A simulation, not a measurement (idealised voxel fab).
Title: Process Module voxel released beams
Each square cell in cross-section cut measures 5 nm, and the section as a whole is 170 nm wide.
Each cross-section below is a grid of square cells, stated as bands in top-down order, with one or more rows of cells making up each band.
Band: top height; bottom height; in nm. Then, left to right: material with width in nm, for each material. "edge to edge": a single material spanning edge to edge. "empty": empty space.
Zero point of the height axis is 0; under it, received wafer = one material. Lowest band: continues down indefinitely, "0..down".
Think of "30..40" as a width that walks from the first number to the second as you go down the band, top row to bottom row, taking equal-sized steps from row to row.
Step note "remained unchanged" = no cross-section cell changed.
"Closed-off voids" enumerates empty spaces isolated from the top, with no open way to it, that contain at least 8 cells, giving each as width x height at distance from the left edge, all three in nm.
Step line, after settings: the simulator's comment on this step.
"overlay nm", when on a step's line for a step with a mask, measures how far to the right of its planned place the mask lay; a negative measure means to the left.

Below is the list of planned process steps:
1. RECEIVE, material Si
2. CONFORMAL_DEP, material SiN, thk nm 5
3. DIRECTIONAL_DEP, material SiO2, thk nm 20
4. DIRECTIONAL_DEP, material aC, thk nm 15
5. PATTERN, tone open, mask id ANCHOR, material resist, width nm 45, thk nm 30, overlay nm 0
6. DIRECTIONAL_ETCH, etch materials aC, depth nm 15
7. STRIP, etch materials resist
8. DIRECTIONAL_ETCH, etch materials SiO2, depth nm 20
9. STRIP, etch materials aC
10. CONFORMAL_DEP, material polySi, thk nm 15
11. DIRECTIONAL_DEP, material aC, thk nm 10
12. PATTERN, tone cover, mask id BEAM, material resist, width nm 90, thk nm 25, overlay nm 0
13. DIRECTIONAL_ETCH, etch materials aC, depth nm 10
14. STRIP, etch materials resist
15. DIRECTIONAL_ETCH, etch materials polySi, depth nm 15
16. STRIP, etch materials aC
17. STRIP, etch materials SiO2

Of two wafers, the first: run according to plan:

Received-state cross-section, reflecting completion of step 1:
  0..down | Si edge to edge
  Closed-off voids: none

How the wafer stands in section after step 2:
  5..0 | SiN edge to edge
  Below 0, no change.

How the wafer stands in section after step 3:
  25..5 | SiO2 edge to edge
  Below 5, no change.

How the wafer stands in section after step 4:
  40..25 | aC edge to edge
  Below 25, no change.

How the wafer stands in section after step 5:
  70..40 | 40 of resist; 45 of empty; 85 of resist
  Below 40, no change.

How the wafer stands in section after step 6:
  55..40 | 40 of resist; 45 of empty; 85 of resist
  40..25 | 40 of aC; 45 of empty; 85 of aC
  Below 25, no change.

How the wafer stands in section after step 7:
  40..25 | 40 of aC; 45 of empty; 85 of aC
  Below 25, no change.

How the wafer stands in section after step 8:
  40..25 | 40 of aC; 45 of empty; 85 of aC
  25..5 | 40 of SiO2; 45 of empty; 85 of SiO2
  Below 5, no change.

How the wafer stands in section after step 9:
  25..5 | 40 of SiO2; 45 of empty; 85 of SiO2
  Below 5, no change.

How the wafer stands in section after step 10:
  40..25 | 55 of polySi; 15 of empty; 100 of polySi
  25..20 | 40 of SiO2; 15 of polySi; 15 of empty; 15 of polySi; 85 of SiO2
  20..5 | 40 of SiO2; 45 of polySi; 85 of SiO2
  Below 5, no change.

How the wafer stands in section after step 11:
  50..40 | 55 of aC; 15 of empty; 100 of aC
  40..30 | 55 of polySi; 15 of empty; 100 of polySi
  30..25 | 55 of polySi; 15 of aC; 100 of polySi
  25..20 | 40 of SiO2; 15 of polySi; 15 of aC; 15 of polySi; 85 of SiO2
  Below 20, no change.

How the wafer stands in section after step 12:
  75..50 | 35 of empty; 90 of resist; 45 of empty
  50..40 | 55 of aC; 15 of resist; 100 of aC
  40..30 | 55 of polySi; 15 of resist; 100 of polySi
  Below 30, no change.

How the wafer stands in section after step 13:
  65..50 | 35 of empty; 90 of resist; 45 of empty
  50..40 | 35 of empty; 20 of aC; 15 of resist; 55 of aC; 45 of empty
  Below 40, no change.

How the wafer stands in section after step 14:
  50..40 | 35 of empty; 20 of aC; 15 of empty; 55 of aC; 45 of empty
  40..30 | 55 of polySi; 15 of empty; 100 of polySi
  Below 30, no change.

How the wafer stands in section after step 15:
  50..40 | 35 of empty; 20 of aC; 15 of empty; 55 of aC; 45 of empty
  40..30 | 35 of empty; 20 of polySi; 15 of empty; 55 of polySi; 45 of empty
  30..25 | 35 of empty; 20 of polySi; 15 of aC; 55 of polySi; 45 of empty
  Below 25, no change.

How the wafer stands in section after step 16:
  40..25 | 35 of empty; 20 of polySi; 15 of empty; 55 of polySi; 45 of empty
  25..20 | 40 of SiO2; 15 of polySi; 15 of empty; 15 of polySi; 85 of SiO2
  Below 20, no change.

How the wafer stands in section after step 17:
  40..25 | 35 of empty; 20 of polySi; 15 of empty; 55 of polySi; 45 of empty
  25..20 | 40 of empty; 15 of polySi; 15 of empty; 15 of polySi; 85 of empty
  20..5 | 40 of empty; 45 of polySi; 85 of empty
  Below 5, no change.

The second wafer began exactly as the first did and followed the same plan, but one mistake was made while running it; through step 4 inclusive, the two wafers are identical:

What the second wafer looks like in cross-section when step 5 should have wrapped up:
  70..40 | 40 of empty; 45 of resist; 85 of empty
  Below 40, no change.

What the second wafer looks like in cross-section when step 6 should have wrapped up:
  55..40 | 40 of empty; 45 of resist; 85 of empty
  40..25 | 40 of empty; 45 of aC; 85 of empty
  Below 25, no change.

What the second wafer looks like in cross-section when step 7 should have wrapped up:
  40..25 | 40 of empty; 45 of aC; 85 of empty
  Below 25, no change.

What the second wafer looks like in cross-section when step 8 should have wrapped up:
  40..25 | 40 of empty; 45 of aC; 85 of empty
  25..5 | 40 of empty; 45 of SiO2; 85 of empty
  Below 5, no change.

What the second wafer looks like in cross-section when step 9 should have wrapped up:
  25..5 | 40 of empty; 45 of SiO2; 85 of empty
  Below 5, no change.

What the second wafer looks like in cross-section when step 10 should have wrapped up:
  40..25 | 25 of empty; 75 of polySi; 70 of empty
  25..20 | 25 of empty; 15 of polySi; 45 of SiO2; 15 of polySi; 70 of empty
  20..5 | 40 of polySi; 45 of SiO2; 85 of polySi
  Below 5, no change.

What the second wafer looks like in cross-section when step 11 should have wrapped up:
  50..40 | 25 of empty; 75 of aC; 70 of empty
  40..30 | 25 of empty; 75 of polySi; 70 of empty
  30..25 | 25 of aC; 75 of polySi; 70 of aC
  25..20 | 25 of aC; 15 of polySi; 45 of SiO2; 15 of polySi; 70 of aC
  Below 20, no change.

What the second wafer looks like in cross-section when step 12 should have wrapped up:
  75..50 | 35 of empty; 90 of resist; 45 of empty
  50..40 | 25 of empty; 75 of aC; 25 of resist; 45 of empty
  40..30 | 25 of empty; 75 of polySi; 25 of resist; 45 of empty
  Below 30, no change.

What the second wafer looks like in cross-section when step 13 should have wrapped up:
  65..50 | 35 of empty; 90 of resist; 45 of empty
  50..40 | 35 of empty; 65 of aC; 25 of resist; 45 of empty
  40..30 | 25 of empty; 75 of polySi; 25 of resist; 45 of empty
  30..25 | 25 of empty; 75 of polySi; 25 of aC; 45 of empty
  25..20 | 25 of empty; 15 of polySi; 45 of SiO2; 15 of polySi; 25 of aC; 45 of empty
  Below 20, no change.

What the second wafer looks like in cross-section when step 14 should have wrapped up:
  50..40 | 35 of empty; 65 of aC; 70 of empty
  40..30 | 25 of empty; 75 of polySi; 70 of empty
  Below 30, no change.

What the second wafer looks like in cross-section when step 15 should have wrapped up:
  50..40 | 35 of empty; 65 of aC; 70 of empty
  40..30 | 35 of empty; 65 of polySi; 70 of empty
  30..25 | 35 of empty; 65 of polySi; 25 of aC; 45 of empty
  25..20 | 25 of empty; 15 of polySi; 45 of SiO2; 15 of polySi; 25 of aC; 45 of empty
  20..5 | 25 of empty; 15 of polySi; 45 of SiO2; 40 of polySi; 45 of empty
  Below 5, no change.

What the second wafer looks like in cross-section when step 16 should have wrapped up:
  40..25 | 35 of empty; 65 of polySi; 70 of empty
  25..20 | 25 of empty; 15 of polySi; 45 of SiO2; 15 of polySi; 70 of empty
  Below 20, no change.

What the second wafer looks like in cross-section when step 17 should have wrapped up: remained unchanged
What went wrong in running the wafer? planned and actual differ for step 5; actual: PATTERN, tone cover, mask id ANCHOR, material resist, width nm 45, thk nm 30, overlay nm 0
at the end the second wafer has, in cells: 36 more of SiO2
